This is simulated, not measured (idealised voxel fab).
process module | voxel transistor to metal
cross-section cut | 260 nm wide | cells 5 nm
A cross-section is a grid of square cells, given in bands from the top down. A band is one or more rows of cells.
Each band's line starts with the height of the band's top and of its bottom, in nm. Then come its materials from left to right, each with its width in nm. One material with "throughout" fills the band from edge to edge. "air" is empty space.
Height 0 is the level under which the wafer as received is all one material. The lowest band goes on downwards, as in "0 down".
A width such as "30 to 40" changes by the same amount from each row of cells to the next, from the band's top row to its bottom row.
"no change" after a step means that no cell of the cross-section changed.
closed voids: empty space of 8 cells or more with no open way to the top, each as width x height at its distance from the left edge, in nm
after a step's settings: what the simulator itself notes on the step
overlay nm, on a step with a mask: how far to the right of its planned place the mask lay; to the left if negative
plan
1 op RECEIVE | material Si
2 op CONFORMAL_DEP | material SiO2 | thk nm 5
3 op CONFORMAL_DEP | material SiN | thk nm 15
4 op DIRECTIONAL_DEP | material aC | thk nm 15
5 op PATTERN | tone cover | mask id ACTIVE | material resist | width nm 100 | pitch nm 130 | thk nm 30 | overlay nm 0
6 op DIRECTIONAL_ETCH | etch materials aC | depth nm 15
7 op STRIP | etch materials resist
8 op DIRECTIONAL_ETCH | etch materials SiN | depth nm 15
9 op DIRECTIONAL_ETCH | etch materials SiO2 | depth nm 5
10 op DIRECTIONAL_ETCH | etch materials Si | depth nm 25
11 op STRIP | etch materials aC
12 op FILL_DEP | material SiO2 | thk nm 15
13 op CMP | height nm 20
14 op SELECTIVE_ETCH | etch materials SiO2 | depth nm 15
15 op STRIP | etch materials SiN
16 op SELECTIVE_ETCH | etch materials SiO2 | depth nm 5
17 op OXIDIZE | depth nm 5
18 op DIRECTIONAL_DEP | material polySi | thk nm 20
19 op DIRECTIONAL_DEP | material SiCN | thk nm 15
20 op PATTERN | tone cover | mask id GATE | material resist | width nm 20 | pitch nm 130 | thk nm 20 | overlay nm 0
21 op DIRECTIONAL_ETCH | etch materials SiCN | depth nm 25
22 op DIRECTIONAL_ETCH | etch materials polySi | depth nm 30
23 op STRIP | etch materials resist
24 op CONFORMAL_DEP | material SiO2 | thk nm 5
25 op DIRECTIONAL_ETCH | etch materials SiO2 | depth nm 5
26 op CONFORMAL_DEP | material SiN | thk nm 10
27 op DIRECTIONAL_ETCH | etch materials SiN | depth nm 10
28 op DIRECTIONAL_ETCH | etch materials SiO2 | depth nm 5
29 op DIRECTIONAL_ETCH | etch materials Si | depth nm 10
30 op EPI | material SiGe | thk nm 15
31 op FILL_DEP | material SiO2 | thk nm 5
32 op CMP | height nm 35
33 op DIRECTIONAL_DEP | material SiO2 | thk nm 10
34 op DIRECTIONAL_DEP | material aC | thk nm 15
35 op PATTERN | tone open | mask id CONTACT | material resist | width nm 15 | pitch nm 65 | thk nm 35 | overlay nm 0
36 op DIRECTIONAL_ETCH | etch materials aC | depth nm 15
37 op STRIP | etch materials resist
38 op DIRECTIONAL_ETCH | etch materials SiO2 | depth nm 35
39 op STRIP | etch materials aC
40 op CONFORMAL_DEP | material TiN | thk nm 5
41 op FILL_DEP | material W | thk nm 5
42 op CMP | height nm 45
43 op DIRECTIONAL_DEP | material TiN | thk nm 5
44 op DIRECTIONAL_DEP | material W | thk nm 15
45 op DIRECTIONAL_DEP | material aC | thk nm 10
46 op PATTERN | tone cover | mask id METAL_1 | material resist | width nm 15 | pitch nm 65 | thk nm 25 | overlay nm 0
47 op DIRECTIONAL_ETCH | etch materials aC | depth nm 10
48 op STRIP | etch materials resist
49 op DIRECTIONAL_ETCH | etch materials W | depth nm 15
50 op DIRECTIONAL_ETCH | etch materials TiN | depth nm 5
51 op STRIP | etch materials aC
52 op CONFORMAL_DEP | material SiCN | thk nm 5
53 op FILL_DEP | material lowk | thk nm 5
54 op CMP | height nm 65
55 op CONFORMAL_DEP | material SiCN | thk nm 5
56 op DIRECTIONAL_DEP | material lowk | thk nm 35
57 op DIRECTIONAL_DEP | material aC | thk nm 10
58 op PATTERN | tone open | mask id METAL_2 | material resist | width nm 15 | pitch nm 130 | thk nm 25 | overlay nm 0
59 op DIRECTIONAL_ETCH | etch materials aC | depth nm 10
60 op STRIP | etch materials resist
61 op DIRECTIONAL_ETCH | etch materials lowk | depth nm 20
62 op STRIP | etch materials aC
63 op MASKED_ETCH | tone open | mask id METAL_2_HOLES | width nm 15 | pitch nm 130 | etch materials lowk | depth nm 15 | overlay nm 0
64 op MASKED_ETCH | tone open | mask id METAL_2_HOLES | width nm 15 | pitch nm 130 | etch materials SiCN | depth nm 5 | overlay nm 0
65 op CONFORMAL_DEP | material TiN | thk nm 5
66 op FILL_DEP | material Cu | thk nm 5
67 op CMP | height nm 105
68 op CONFORMAL_DEP | material SiN | thk nm 5
first wafer, as planned
as received, after step 1
  0 down: Si throughout
  closed voids: none
after step 2
  5 to 0: SiO2 throughout
  below 0: unchanged
after step 3
  20 to 5: SiN throughout
  below 5: unchanged
after step 4
  35 to 20: aC throughout
  below 20: unchanged
after step 5
  65 to 35: air 15 | resist 100 | air 30 | resist 100 | air 15
  below 35: unchanged
after step 6
  50 to 35: air 15 | resist 100 | air 30 | resist 100 | air 15
  35 to 20: air 15 | aC 100 | air 30 | aC 100 | air 15
  below 20: unchanged
after step 7
  35 to 20: air 15 | aC 100 | air 30 | aC 100 | air 15
  below 20: unchanged
after step 8
  35 to 20: air 15 | aC 100 | air 30 | aC 100 | air 15
  20 to 5: air 15 | SiN 100 | air 30 | SiN 100 | air 15
  below 5: unchanged
after step 9
  35 to 20: air 15 | aC 100 | air 30 | aC 100 | air 15
  20 to 5: air 15 | SiN 100 | air 30 | SiN 100 | air 15
  5 to 0: air 15 | SiO2 100 | air 30 | SiO2 100 | air 15
  below 0: unchanged
after step 10
  35 to 20: air 15 | aC 100 | air 30 | aC 100 | air 15
  20 to 5: air 15 | SiN 100 | air 30 | SiN 100 | air 15
  5 to 0: air 15 | SiO2 100 | air 30 | SiO2 100 | air 15
  0 to -25: air 15 | Si 100 | air 30 | Si 100 | air 15
  below -25: unchanged
after step 11
  20 to 5: air 15 | SiN 100 | air 30 | SiN 100 | air 15
  below 5: unchanged
after step 12
  35 to 20: SiO2 throughout
  20 to 5: SiO2 15 | SiN 100 | SiO2 30 | SiN 100 | SiO2 15
  5 to 0: SiO2 throughout
  0 to -25: SiO2 15 | Si 100 | SiO2 30 | Si 100 | SiO2 15
  below -25: unchanged
after step 13
  20 to 5: SiO2 15 | SiN 100 | SiO2 30 | SiN 100 | SiO2 15
  below 5: unchanged
after step 14
  20 to 5: air 15 | SiN 100 | air 30 | SiN 100 | air 15
  below 5: unchanged
after step 15
  5 to 0: SiO2 throughout
  below 0: unchanged
after step 16
  0 to -25: SiO2 15 | Si 100 | SiO2 30 | Si 100 | SiO2 15
  below -25: unchanged
after step 17
  0 to -5: SiO2 throughout
  below -5: unchanged
after step 18
  20 to 0: polySi throughout
  below 0: unchanged
after step 19
  35 to 20: SiCN throughout
  below 20: unchanged
after step 20
  55 to 35: air 55 | resist 20 | air 110 | resist 20 | air 55
  below 35: unchanged
after step 21
  55 to 35: air 55 | resist 20 | air 110 | resist 20 | air 55
  35 to 20: air 55 | SiCN 20 | air 110 | SiCN 20 | air 55
  below 20: unchanged
after step 22
  55 to 35: air 55 | resist 20 | air 110 | resist 20 | air 55
  35 to 20: air 55 | SiCN 20 | air 110 | SiCN 20 | air 55
  20 to 0: air 55 | polySi 20 | air 110 | polySi 20 | air 55
  below 0: unchanged
after step 23
  35 to 20: air 55 | SiCN 20 | air 110 | SiCN 20 | air 55
  below 20: unchanged
after step 24
  40 to 35: air 50 | SiO2 30 | air 100 | SiO2 30 | air 50
  35 to 20: air 50 | SiO2 5 | SiCN 20 | SiO2 5 | air 100 | SiO2 5 | SiCN 20 | SiO2 5 | air 50
  20 to 5: air 50 | SiO2 5 | polySi 20 | SiO2 5 | air 100 | SiO2 5 | polySi 20 | SiO2 5 | air 50
  5 to 0: SiO2 55 | polySi 20 | SiO2 110 | polySi 20 | SiO2 55
  below 0: unchanged
after step 25
  35 to 20: air 50 | SiO2 5 | SiCN 20 | SiO2 5 | air 100 | SiO2 5 | SiCN 20 | SiO2 5 | air 50
  20 to 0: air 50 | SiO2 5 | polySi 20 | SiO2 5 | air 100 | SiO2 5 | polySi 20 | SiO2 5 | air 50
  below 0: unchanged
after step 26
  45 to 35: air 40 | SiN 50 | air 80 | SiN 50 | air 40
  35 to 20: air 40 | SiN 10 | SiO2 5 | SiCN 20 | SiO2 5 | SiN 10 | air 80 | SiN 10 | SiO2 5 | SiCN 20 | SiO2 5 | SiN 10 | air 40
  20 to 10: air 40 | SiN 10 | SiO2 5 | polySi 20 | SiO2 5 | SiN 10 | air 80 | SiN 10 | SiO2 5 | polySi 20 | SiO2 5 | SiN 10 | air 40
  10 to 0: SiN 50 | SiO2 5 | polySi 20 | SiO2 5 | SiN 100 | SiO2 5 | polySi 20 | SiO2 5 | SiN 50
  below 0: unchanged
after step 27
  35 to 20: air 40 | SiN 10 | SiO2 5 | SiCN 20 | SiO2 5 | SiN 10 | air 80 | SiN 10 | SiO2 5 | SiCN 20 | SiO2 5 | SiN 10 | air 40
  20 to 0: air 40 | SiN 10 | SiO2 5 | polySi 20 | SiO2 5 | SiN 10 | air 80 | SiN 10 | SiO2 5 | polySi 20 | SiO2 5 | SiN 10 | air 40
  below 0: unchanged
after step 28
  35 to 30: air 40 | SiN 10 | air 5 | SiCN 20 | air 5 | SiN 10 | air 80 | SiN 10 | air 5 | SiCN 20 | air 5 | SiN 10 | air 40
  30 to 20: air 40 | SiN 10 | SiO2 5 | SiCN 20 | SiO2 5 | SiN 10 | air 80 | SiN 10 | SiO2 5 | SiCN 20 | SiO2 5 | SiN 10 | air 40
  20 to 0: air 40 | SiN 10 | SiO2 5 | polySi 20 | SiO2 5 | SiN 10 | air 80 | SiN 10 | SiO2 5 | polySi 20 | SiO2 5 | SiN 10 | air 40
  0 to -5: air 40 | SiO2 50 | air 80 | SiO2 50 | air 40
  below -5: unchanged
after step 29
  35 to 30: air 40 | SiN 10 | air 5 | SiCN 20 | air 5 | SiN 10 | air 80 | SiN 10 | air 5 | SiCN 20 | air 5 | SiN 10 | air 40
  30 to 20: air 40 | SiN 10 | SiO2 5 | SiCN 20 | SiO2 5 | SiN 10 | air 80 | SiN 10 | SiO2 5 | SiCN 20 | SiO2 5 | SiN 10 | air 40
  20 to 0: air 40 | SiN 10 | SiO2 5 | polySi 20 | SiO2 5 | SiN 10 | air 80 | SiN 10 | SiO2 5 | polySi 20 | SiO2 5 | SiN 10 | air 40
  0 to -5: air 40 | SiO2 50 | air 80 | SiO2 50 | air 40
  -5 to -15: SiO2 15 | air 25 | Si 50 | air 25 | SiO2 30 | air 25 | Si 50 | air 25 | SiO2 15
  below -15: unchanged
after step 30
  35 to 30: air 40 | SiN 10 | air 5 | SiCN 20 | air 5 | SiN 10 | air 80 | SiN 10 | air 5 | SiCN 20 | air 5 | SiN 10 | air 40
  30 to 20: air 40 | SiN 10 | SiO2 5 | SiCN 20 | SiO2 5 | SiN 10 | air 80 | SiN 10 | SiO2 5 | SiCN 20 | SiO2 5 | SiN 10 | air 40
  20 to 10: air 40 | SiN 10 | SiO2 5 | polySi 20 | SiO2 5 | SiN 10 | air 80 | SiN 10 | SiO2 5 | polySi 20 | SiO2 5 | SiN 10 | air 40
  10 to 0: air 25 | SiGe 15 | SiN 10 | SiO2 5 | polySi 20 | SiO2 5 | SiN 10 | SiGe 15 | air 50 | SiGe 15 | SiN 10 | SiO2 5 | polySi 20 | SiO2 5 | SiN 10 | SiGe 15 | air 25
  0 to -5: air 10 | SiGe 30 | SiO2 50 | SiGe 30 | air 20 | SiGe 30 | SiO2 50 | SiGe 30 | air 10
  -5 to -15: SiO2 15 | SiGe 25 | Si 50 | SiGe 25 | SiO2 30 | SiGe 25 | Si 50 | SiGe 25 | SiO2 15
  below -15: unchanged
after step 31
  40 to 35: SiO2 throughout
  35 to 20: SiO2 40 | SiN 10 | SiO2 5 | SiCN 20 | SiO2 5 | SiN 10 | SiO2 80 | SiN 10 | SiO2 5 | SiCN 20 | SiO2 5 | SiN 10 | SiO2 40
  20 to 10: SiO2 40 | SiN 10 | SiO2 5 | polySi 20 | SiO2 5 | SiN 10 | SiO2 80 | SiN 10 | SiO2 5 | polySi 20 | SiO2 5 | SiN 10 | SiO2 40
  10 to 0: SiO2 25 | SiGe 15 | SiN 10 | SiO2 5 | polySi 20 | SiO2 5 | SiN 10 | SiGe 15 | SiO2 50 | SiGe 15 | SiN 10 | SiO2 5 | polySi 20 | SiO2 5 | SiN 10 | SiGe 15 | SiO2 25
  0 to -5: SiO2 10 | SiGe 30 | SiO2 50 | SiGe 30 | SiO2 20 | SiGe 30 | SiO2 50 | SiGe 30 | SiO2 10
  below -5: unchanged
after step 32
  35 to 20: SiO2 40 | SiN 10 | SiO2 5 | SiCN 20 | SiO2 5 | SiN 10 | SiO2 80 | SiN 10 | SiO2 5 | SiCN 20 | SiO2 5 | SiN 10 | SiO2 40
  below 20: unchanged
after step 33
  45 to 35: SiO2 throughout
  below 35: unchanged
after step 34
  60 to 45: aC throughout
  below 45: unchanged
after step 35
  95 to 60: resist 25 | air 15 | resist 50 | air 15 | resist 50 | air 15 | resist 50 | air 15 | resist 25
  below 60: unchanged
after step 36
  80 to 60: resist 25 | air 15 | resist 50 | air 15 | resist 50 | air 15 | resist 50 | air 15 | resist 25
  60 to 45: aC 25 | air 15 | aC 50 | air 15 | aC 50 | air 15 | aC 50 | air 15 | aC 25
  below 45: unchanged
after step 37
  60 to 45: aC 25 | air 15 | aC 50 | air 15 | aC 50 | air 15 | aC 50 | air 15 | aC 25
  below 45: unchanged
after step 38
  60 to 45: aC 25 | air 15 | aC 50 | air 15 | aC 50 | air 15 | aC 50 | air 15 | aC 25
  45 to 35: SiO2 25 | air 15 | SiO2 50 | air 15 | SiO2 50 | air 15 | SiO2 50 | air 15 | SiO2 25
  35 to 20: SiO2 25 | air 15 | SiN 10 | SiO2 5 | SiCN 20 | SiO2 5 | SiN 10 | air 15 | SiO2 50 | air 15 | SiN 10 | SiO2 5 | SiCN 20 | SiO2 5 | SiN 10 | air 15 | SiO2 25
  20 to 10: SiO2 25 | air 15 | SiN 10 | SiO2 5 | polySi 20 | SiO2 5 | SiN 10 | air 15 | SiO2 50 | air 15 | SiN 10 | SiO2 5 | polySi 20 | SiO2 5 | SiN 10 | air 15 | SiO2 25
  below 10: unchanged
after step 39
  45 to 35: SiO2 25 | air 15 | SiO2 50 | air 15 | SiO2 50 | air 15 | SiO2 50 | air 15 | SiO2 25
  below 35: unchanged
after step 40
  50 to 45: TiN 30 | air 5 | TiN 60 | air 5 | TiN 60 | air 5 | TiN 60 | air 5 | TiN 30
  45 to 35: SiO2 25 | TiN 5 | air 5 | TiN 5 | SiO2 50 | TiN 5 | air 5 | TiN 5 | SiO2 50 | TiN 5 | air 5 | TiN 5 | SiO2 50 | TiN 5 | air 5 | TiN 5 | SiO2 25
  35 to 20: SiO2 25 | TiN 5 | air 5 | TiN 5 | SiN 10 | SiO2 5 | SiCN 20 | SiO2 5 | SiN 10 | TiN 5 | air 5 | TiN 5 | SiO2 50 | TiN 5 | air 5 | TiN 5 | SiN 10 | SiO2 5 | SiCN 20 | SiO2 5 | SiN 10 | TiN 5 | air 5 | TiN 5 | SiO2 25
  20 to 15: SiO2 25 | TiN 5 | air 5 | TiN 5 | SiN 10 | SiO2 5 | polySi 20 | SiO2 5 | SiN 10 | TiN 5 | air 5 | TiN 5 | SiO2 50 | TiN 5 | air 5 | TiN 5 | SiN 10 | SiO2 5 | polySi 20 | SiO2 5 | SiN 10 | TiN 5 | air 5 | TiN 5 | SiO2 25
  15 to 10: SiO2 25 | TiN 15 | SiN 10 | SiO2 5 | polySi 20 | SiO2 5 | SiN 10 | TiN 15 | SiO2 50 | TiN 15 | SiN 10 | SiO2 5 | polySi 20 | SiO2 5 | SiN 10 | TiN 15 | SiO2 25
  below 10: unchanged
after step 41
  55 to 50: W throughout
  50 to 45: TiN 30 | W 5 | TiN 60 | W 5 | TiN 60 | W 5 | TiN 60 | W 5 | TiN 30
  45 to 35: SiO2 25 | TiN 5 | W 5 | TiN 5 | SiO2 50 | TiN 5 | W 5 | TiN 5 | SiO2 50 | TiN 5 | W 5 | TiN 5 | SiO2 50 | TiN 5 | W 5 | TiN 5 | SiO2 25
  35 to 20: SiO2 25 | TiN 5 | W 5 | TiN 5 | SiN 10 | SiO2 5 | SiCN 20 | SiO2 5 | SiN 10 | TiN 5 | W 5 | TiN 5 | SiO2 50 | TiN 5 | W 5 | TiN 5 | SiN 10 | SiO2 5 | SiCN 20 | SiO2 5 | SiN 10 | TiN 5 | W 5 | TiN 5 | SiO2 25
  20 to 15: SiO2 25 | TiN 5 | W 5 | TiN 5 | SiN 10 | SiO2 5 | polySi 20 | SiO2 5 | SiN 10 | TiN 5 | W 5 | TiN 5 | SiO2 50 | TiN 5 | W 5 | TiN 5 | SiN 10 | SiO2 5 | polySi 20 | SiO2 5 | SiN 10 | TiN 5 | W 5 | TiN 5 | SiO2 25
  below 15: unchanged
after step 42
  45 to 35: SiO2 25 | TiN 5 | W 5 | TiN 5 | SiO2 50 | TiN 5 | W 5 | TiN 5 | SiO2 50 | TiN 5 | W 5 | TiN 5 | SiO2 50 | TiN 5 | W 5 | TiN 5 | SiO2 25
  below 35: unchanged
after step 43
  50 to 45: TiN throughout
  below 45: unchanged
after step 44
  65 to 50: W throughout
  below 50: unchanged
after step 45
  75 to 65: aC throughout
  below 65: unchanged
after step 46
  100 to 75: air 25 | resist 15 | air 50 | resist 15 | air 50 | resist 15 | air 50 | resist 15 | air 25
  below 75: unchanged
after step 47
  90 to 75: air 25 | resist 15 | air 50 | resist 15 | air 50 | resist 15 | air 50 | resist 15 | air 25
  75 to 65: air 25 | aC 15 | air 50 | aC 15 | air 50 | aC 15 | air 50 | aC 15 | air 25
  below 65: unchanged
after step 48
  75 to 65: air 25 | aC 15 | air 50 | aC 15 | air 50 | aC 15 | air 50 | aC 15 | air 25
  below 65: unchanged
after step 49
  75 to 65: air 25 | aC 15 | air 50 | aC 15 | air 50 | aC 15 | air 50 | aC 15 | air 25
  65 to 50: air 25 | W 15 | air 50 | W 15 | air 50 | W 15 | air 50 | W 15 | air 25
  below 50: unchanged
after step 50
  75 to 65: air 25 | aC 15 | air 50 | aC 15 | air 50 | aC 15 | air 50 | aC 15 | air 25
  65 to 50: air 25 | W 15 | air 50 | W 15 | air 50 | W 15 | air 50 | W 15 | air 25
  50 to 45: air 25 | TiN 15 | air 50 | TiN 15 | air 50 | TiN 15 | air 50 | TiN 15 | air 25
  below 45: unchanged
after step 51
  65 to 50: air 25 | W 15 | air 50 | W 15 | air 50 | W 15 | air 50 | W 15 | air 25
  below 50: unchanged
after step 52
  70 to 65: air 20 | SiCN 25 | air 40 | SiCN 25 | air 40 | SiCN 25 | air 40 | SiCN 25 | air 20
  65 to 50: air 20 | SiCN 5 | W 15 | SiCN 5 | air 40 | SiCN 5 | W 15 | SiCN 5 | air 40 | SiCN 5 | W 15 | SiCN 5 | air 40 | SiCN 5 | W 15 | SiCN 5 | air 20
  50 to 45: SiCN 25 | TiN 15 | SiCN 50 | TiN 15 | SiCN 50 | TiN 15 | SiCN 50 | TiN 15 | SiCN 25
  below 45: unchanged
after step 53
  75 to 70: lowk throughout
  70 to 65: lowk 20 | SiCN 25 | lowk 40 | SiCN 25 | lowk 40 | SiCN 25 | lowk 40 | SiCN 25 | lowk 20
  65 to 50: lowk 20 | SiCN 5 | W 15 | SiCN 5 | lowk 40 | SiCN 5 | W 15 | SiCN 5 | lowk 40 | SiCN 5 | W 15 | SiCN 5 | lowk 40 | SiCN 5 | W 15 | SiCN 5 | lowk 20
  below 50: unchanged
after step 54
  65 to 50: lowk 20 | SiCN 5 | W 15 | SiCN 5 | lowk 40 | SiCN 5 | W 15 | SiCN 5 | lowk 40 | SiCN 5 | W 15 | SiCN 5 | lowk 40 | SiCN 5 | W 15 | SiCN 5 | lowk 20
  below 50: unchanged
after step 55
  70 to 65: SiCN throughout
  below 65: unchanged
after step 56
  105 to 70: lowk throughout
  below 70: unchanged
after step 57
  115 to 105: aC throughout
  below 105: unchanged
after step 58
  140 to 115: resist 25 | air 15 | resist 115 | air 15 | resist 90
  below 115: unchanged
after step 59
  130 to 115: resist 25 | air 15 | resist 115 | air 15 | resist 90
  115 to 105: aC 25 | air 15 | aC 115 | air 15 | aC 90
  below 105: unchanged
after step 60
  115 to 105: aC 25 | air 15 | aC 115 | air 15 | aC 90
  below 105: unchanged
after step 61
  115 to 105: aC 25 | air 15 | aC 115 | air 15 | aC 90
  105 to 85: lowk 25 | air 15 | lowk 115 | air 15 | lowk 90
  below 85: unchanged
after step 62
  105 to 85: lowk 25 | air 15 | lowk 115 | air 15 | lowk 90
  below 85: unchanged
after step 63
  105 to 70: lowk 25 | air 15 | lowk 115 | air 15 | lowk 90
  below 70: unchanged
after step 64
  105 to 70: lowk 25 | air 15 | lowk 115 | air 15 | lowk 90
  70 to 65: SiCN 25 | air 15 | SiCN 115 | air 15 | SiCN 90
  below 65: unchanged
after step 65
  110 to 105: TiN 30 | air 5 | TiN 125 | air 5 | TiN 95
  105 to 70: lowk 25 | TiN 5 | air 5 | TiN 5 | lowk 115 | TiN 5 | air 5 | TiN 5 | lowk 90
  70 to 65: SiCN 25 | TiN 15 | SiCN 115 | TiN 15 | SiCN 90
  below 65: unchanged
after step 66
  115 to 110: Cu throughout
  110 to 105: TiN 30 | Cu 5 | TiN 125 | Cu 5 | TiN 95
  105 to 70: lowk 25 | TiN 5 | Cu 5 | TiN 5 | lowk 115 | TiN 5 | Cu 5 | TiN 5 | lowk 90
  below 70: unchanged
after step 67
  105 to 70: lowk 25 | TiN 5 | Cu 5 | TiN 5 | lowk 115 | TiN 5 | Cu 5 | TiN 5 | lowk 90
  below 70: unchanged
after step 68
  110 to 105: SiN throughout
  below 105: unchanged
second wafer: like start, like plan, one mistake. Through step 42 it matches the first wafer
when step 43 should have ended
  60 to 45: W throughout
  below 45: unchanged
when step 44 should have ended
  65 to 60: TiN throughout
  below 60: unchanged
when step 45 should have ended
  75 to 65: aC throughout
  below 65: unchanged
when step 46 should have ended
  100 to 75: air 25 | resist 15 | air 50 | resist 15 | air 50 | resist 15 | air 50 | resist 15 | air 25
  below 75: unchanged
when step 47 should have ended
  90 to 75: air 25 | resist 15 | air 50 | resist 15 | air 50 | resist 15 | air 50 | resist 15 | air 25
  75 to 65: air 25 | aC 15 | air 50 | aC 15 | air 50 | aC 15 | air 50 | aC 15 | air 25
  below 65: unchanged
when step 48 should have ended
  75 to 65: air 25 | aC 15 | air 50 | aC 15 | air 50 | aC 15 | air 50 | aC 15 | air 25
  below 65: unchanged
when step 49 should have ended: no change
when step 50 should have ended
  75 to 65: air 25 | aC 15 | air 50 | aC 15 | air 50 | aC 15 | air 50 | aC 15 | air 25
  65 to 60: air 25 | TiN 15 | air 50 | TiN 15 | air 50 | TiN 15 | air 50 | TiN 15 | air 25
  below 60: unchanged
when step 51 should have ended
  65 to 60: air 25 | TiN 15 | air 50 | TiN 15 | air 50 | TiN 15 | air 50 | TiN 15 | air 25
  below 60: unchanged
when step 52 should have ended
  70 to 65: air 20 | SiCN 25 | air 40 | SiCN 25 | air 40 | SiCN 25 | air 40 | SiCN 25 | air 20
  65 to 60: SiCN 25 | TiN 15 | SiCN 50 | TiN 15 | SiCN 50 | TiN 15 | SiCN 50 | TiN 15 | SiCN 25
  below 60: unchanged
when step 53 should have ended
  75 to 70: lowk throughout
  70 to 65: lowk 20 | SiCN 25 | lowk 40 | SiCN 25 | lowk 40 | SiCN 25 | lowk 40 | SiCN 25 | lowk 20
  below 65: unchanged
when step 54 should have ended
  65 to 60: SiCN 25 | TiN 15 | SiCN 50 | TiN 15 | SiCN 50 | TiN 15 | SiCN 50 | TiN 15 | SiCN 25
  below 60: unchanged
when step 55 should have ended
  70 to 65: SiCN throughout
  below 65: unchanged
when step 56 should have ended
  105 to 70: lowk throughout
  below 70: unchanged
when step 57 should have ended
  115 to 105: aC throughout
  below 105: unchanged
when step 58 should have ended
  140 to 115: resist 25 | air 15 | resist 115 | air 15 | resist 90
  below 115: unchanged
when step 59 should have ended
  130 to 115: resist 25 | air 15 | resist 115 | air 15 | resist 90
  115 to 105: aC 25 | air 15 | aC 115 | air 15 | aC 90
  below 105: unchanged
when step 60 should have ended
  115 to 105: aC 25 | air 15 | aC 115 | air 15 | aC 90
  below 105: unchanged
when step 61 should have ended
  115 to 105: aC 25 | air 15 | aC 115 | air 15 | aC 90
  105 to 85: lowk 25 | air 15 | lowk 115 | air 15 | lowk 90
  below 85: unchanged
when step 62 should have ended
  105 to 85: lowk 25 | air 15 | lowk 115 | air 15 | lowk 90
  below 85: unchanged
when step 63 should have ended
  105 to 70: lowk 25 | air 15 | lowk 115 | air 15 | lowk 90
  below 70: unchanged
when step 64 should have ended
  105 to 70: lowk 25 | air 15 | lowk 115 | air 15 | lowk 90
  70 to 65: SiCN 25 | air 15 | SiCN 115 | air 15 | SiCN 90
  below 65: unchanged
when step 65 should have ended
  110 to 105: TiN 30 | air 5 | TiN 125 | air 5 | TiN 95
  105 to 70: lowk 25 | TiN 5 | air 5 | TiN 5 | lowk 115 | TiN 5 | air 5 | TiN 5 | lowk 90
  70 to 65: SiCN 25 | TiN 15 | SiCN 115 | TiN 15 | SiCN 90
  below 65: unchanged
when step 66 should have ended
  115 to 110: Cu throughout
  110 to 105: TiN 30 | Cu 5 | TiN 125 | Cu 5 | TiN 95
  105 to 70: lowk 25 | TiN 5 | Cu 5 | TiN 5 | lowk 115 | TiN 5 | Cu 5 | TiN 5 | lowk 90
  below 70: unchanged
when step 67 should have ended
  105 to 70: lowk 25 | TiN 5 | Cu 5 | TiN 5 | lowk 115 | TiN 5 | Cu 5 | TiN 5 | lowk 90
  below 70: unchanged
when step 68 should have ended
  110 to 105: SiN throughout
  below 105: unchanged
what went wrong: steps 43 and 44 were swapped
at the end the second wafer has, in cells: 24 fewer of SiCN | 120 more of W | 96 fewer of lowk
